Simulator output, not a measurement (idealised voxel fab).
process module | voxel ribs on slabs
cross-section cut | 155 nm wide | cells 5 nm
A cross-section is a grid of square cells, given in bands from the top down. A band is one or more rows of cells.
Each band's line starts with the height of the band's top and of its bottom, in nm. Then come its materials from left to right, each with its width in nm. One material with "throughout" fills the band from edge to edge. "air" is empty space.
Height 0 is the level under which the wafer as received is all one material. The lowest band goes on downwards, as in "0 down".
A width such as "30 to 40" changes by the same amount from each row of cells to the next, from the band's top row to its bottom row.
"no change" after a step means that no cell of the cross-section changed.
closed voids: empty space of 8 cells or more with no open way to the top, each as width x height at its distance from the left edge, in nm
after a step's settings: what the simulator itself notes on the step
overlay nm, on a step with a mask: how far to the right of its planned place the mask lay; to the left if negative
plan
1 op RECEIVE | material Si
2 op DIRECTIONAL_DEP | material SiO2 | thk nm 25
3 op DIRECTIONAL_DEP | material SiN | thk nm 20
4 op PATTERN | tone cover | mask id RIB | material resist | width nm 20 | thk nm 20 | overlay nm 0
5 op DIRECTIONAL_ETCH | etch materials SiN | depth nm 10
6 op STRIP | etch materials resist
7 op MASKED_ETCH | tone cover | mask id SLAB | width nm 60 | etch materials SiN | depth nm 10 | overlay nm 0
8 op FILL_DEP | material SiO2 | thk nm 25
9 op CMP | height nm 60
10 op DIRECTIONAL_DEP | material TiN | thk nm 5
11 op MASKED_ETCH | tone cover | mask id HEATER | width nm 30 | etch materials TiN | depth nm 5 | overlay nm 0
12 op CONFORMAL_DEP | material SiO2 | thk nm 5
first wafer, as planned
as received, after step 1
  0 down: Si throughout
  closed voids: none
after step 2
  25 to 0: SiO2 throughout
  below 0: unchanged
after step 3
  45 to 25: SiN throughout
  below 25: unchanged
after step 4
  65 to 45: air 65 | resist 20 | air 70
  below 45: unchanged
after step 5
  65 to 45: air 65 | resist 20 | air 70
  45 to 35: air 65 | SiN 20 | air 70
  below 35: unchanged
after step 6
  45 to 35: air 65 | SiN 20 | air 70
  below 35: unchanged
after step 7
  45 to 35: air 65 | SiN 20 | air 70
  35 to 25: air 45 | SiN 60 | air 50
  below 25: unchanged
after step 8
  70 to 45: SiO2 throughout
  45 to 35: SiO2 65 | SiN 20 | SiO2 70
  35 to 25: SiO2 45 | SiN 60 | SiO2 50
  below 25: unchanged
after step 9
  60 to 45: SiO2 throughout
  below 45: unchanged
after step 10
  65 to 60: TiN throughout
  below 60: unchanged
after step 11
  65 to 60: air 60 | TiN 30 | air 65
  below 60: unchanged
after step 12
  70 to 65: air 55 | SiO2 40 | air 60
  65 to 60: SiO2 60 | TiN 30 | SiO2 65
  below 60: unchanged
second wafer: like start, like plan, one mistake. Through step 11 it matches the first wafer
when step 12 should have ended: no change
what went wrong: step 12 was left out
at the end the second wafer has, in cells: 33 fewer of SiO2
